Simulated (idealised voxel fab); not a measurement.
A process module follows: voxel air gaps.
The figure presents cross-section cut, which has a width of 285 nm and is divided into square cells with an edge length of 5 nm.
Square cells in a grid make up a cross-section in this document, and the grid is given as bands, listed from the top down, each one or more rows of cells. This entry defines a band. It first specifies the height of the band's top and the height of its bottom in nm, and then specifies the band's materials from left to right, stating each material with its width in nm. The word "throughout" identifies a single material that fills the band from edge to edge, while the word "air" identifies empty space. Note: height 0 marks the level under which the wafer is uniformly one material as received. Lowest band unbounded below, written "0 nm and below". Read "30->40" as a graded width: first number on top, second number at the bottom, same change between each pair of neighbouring rows. Take "nothing changed" at face value: in the step it is given for, the cross-section changed in none of its cells. Basically, "Cavities, closed" tells you about the enclosed voids: empty spaces with no open way to the top, 8 cells or bigger, each written width x height at distance, where distance is from the left edge, all in nm. Text after the settings on a step's line: the simulator's own remark on that step. "overlay nm" on a masked step: distance the mask lay right of its planned place, negative for left.
Process steps - plan:
step 1: RECEIVE with material Si
step 2: CONFORMAL_DEP with material SiO2, thk nm 10
step 3: CONFORMAL_DEP with material SiN, thk nm 5
step 4: DIRECTIONAL_DEP with material lowk, thk nm 30
step 5: MASKED_ETCH with tone open, mask id LINES, width nm 25, pitch nm 50, etch materials lowk, depth nm 30, overlay nm 0
step 6: CONFORMAL_DEP with material TiN, thk nm 5
step 7: FILL_DEP with material Ru, thk nm 5
step 8: CMP with height nm 45
step 9: EPI with material Ru, thk nm 10
step 10: SELECTIVE_ETCH with etch materials lowk, depth nm 40
step 11: CONFORMAL_DEP with material SiCN, thk nm 5
Cross-section of the incoming wafer, state after step 1:
0 nm and below | Si throughout
Cavities, closed: none
Look at the cross-section after the module: the wafer started out the way shown above and the plan was the one shown above, yet one mistake was made along the way:
60 nm to 55 nm | SiCN throughout
55 nm to 45 nm | 90 Ru, then 5 SiCN, then 45 Ru, then 5 SiCN, then 45 Ru, then 5 SiCN, then 90 Ru
45 nm to 40 nm | 75 Ru, then 5 TiN, then 25 SiCN, then 5 TiN, then 15 Ru, then 5 TiN, then 25 SiCN, then 5 TiN, then 15 Ru, then 5 TiN, then 25 SiCN, then 5 TiN, then 75 Ru
40 nm to 20 nm | 75 Ru, then 5 TiN, then 5 SiCN, then 15 air, then 5 SiCN, then 5 TiN, then 15 Ru, then 5 TiN, then 5 SiCN, then 15 air, then 5 SiCN, then 5 TiN, then 15 Ru, then 5 TiN, then 5 SiCN, then 15 air, then 5 SiCN, then 5 TiN, then 75 Ru
20 nm to 15 nm | 80 TiN, then 25 SiCN, then 25 TiN, then 25 SiCN, then 25 TiN, then 25 SiCN, then 80 TiN
15 nm to 10 nm | SiN throughout
10 nm to 0 nm | SiO2 throughout
0 nm and below | Si throughout
Cavities, closed: 15 x 20 at 85; 15 x 20 at 135; 15 x 20 at 185
Against the plan, the run slipped here: step 5 did not use the planned setting and instead ran as MASKED_ETCH with tone cover, mask id LINES, width nm 25, pitch nm 50, etch materials lowk, depth nm 30, overlay nm 0
